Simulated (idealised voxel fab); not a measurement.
The process module presented herein is designated voxel self aligned vias.
In the cross-section labelled cut, the width is 175 nm and each square cell is 5 nm.
A cross-section in this document is a grid of square cells, and it is written down as bands, the top band listed before the ones below it; a band is made up of one or more rows of cells. The band entry comprises the height of the band's top followed by the height of its bottom, expressed in nm, and subsequently the band's materials from left to right, each stated together with its width in nm. Where a single material is marked with the word "throughout", that material fills the band from edge to edge. The word "empty" represents empty space. Heights are reckoned from 0. Under this level, the received wafer is all of one material. The bottommost band is open-ended downward, for example "from 0 down". Think of "30 to 40" as a width that walks from the first number to the second as you go down the band, top row to bottom row, taking equal-sized steps from row to row. "no change occurred" for a step: no cell of the cross-section changed in that step. Each empty space that has no open way to the top and spans at least 8 cells appears under "Sealed voids" as width x height at distance, the distance counted from the left edge, all in nm. Where a step's line continues beyond its settings, the continuation is a remark by the simulator itself on that step. When a step includes a mask, the "overlay nm" setting on its line states how far to the right of its planned place that mask lay, and negative values state how far to the left.

### Steps planned for the process
1) RECEIVE (material Si)
2) CONFORMAL_DEP (material SiO2; thk nm 15)
3) CONFORMAL_DEP (material SiCN; thk nm 5)
4) DIRECTIONAL_DEP (material lowk; thk nm 25)
5) DIRECTIONAL_DEP (material aC; thk nm 15)
6) PATTERN (tone open; mask id LINES; material resist; width nm 25; pitch nm 65; thk nm 35; overlay nm 0)
7) DIRECTIONAL_ETCH (etch materials aC; depth nm 15)
8) STRIP (etch materials resist)
9) DIRECTIONAL_ETCH (etch materials lowk; depth nm 25)
10) STRIP (etch materials aC)
11) CONFORMAL_DEP (material TiN; thk nm 5)
12) FILL_DEP (material W; thk nm 10)
13) CMP (height nm 45)
14) SELECTIVE_ETCH (etch materials W Ru TiN; depth nm 5)
15) FILL_DEP (material SiN; thk nm 5)
16) CMP (height nm 45)
17) DIRECTIONAL_DEP (material lowk; thk nm 15)
18) MASKED_ETCH (tone open; mask id VIAS; width nm 35; etch materials lowk; depth nm 15; overlay nm 0)
19) MASKED_ETCH (tone open; mask id VIAS; width nm 35; etch materials SiN; depth nm 5; overlay nm 0)
20) CONFORMAL_DEP (material TiN; thk nm 5)
21) FILL_DEP (material Cu; thk nm 5)
22) CMP (height nm 60)
23) CONFORMAL_DEP (material SiN; thk nm 5)

### Step 1 complete: cross-section of the wafer as received
    from 0 down: Si throughout
    Sealed voids: none

### a wafer at the end: this start, this plan, one mistake
    from 55 to 50: SiN throughout
    from 50 to 45: 35 nm lowk; 10 nm TiN; 15 nm Cu; 10 nm TiN; 105 nm lowk
    from 45 to 40: 40 nm lowk; 25 nm TiN; 40 nm lowk; 25 nm SiN; 45 nm lowk
    from 40 to 25: 40 nm lowk; 5 nm TiN; 15 nm W; 5 nm TiN; 40 nm lowk; 5 nm TiN; 15 nm W; 5 nm TiN; 45 nm lowk
    from 25 to 20: 40 nm lowk; 25 nm TiN; 40 nm lowk; 25 nm TiN; 45 nm lowk
    from 20 to 15: SiCN throughout
    from 15 to 0: SiO2 throughout
    from 0 down: Si throughout
    Sealed voids: none
Run error: step 22 was processed under conditions differing from the plan, specifically as CMP (height nm 50)
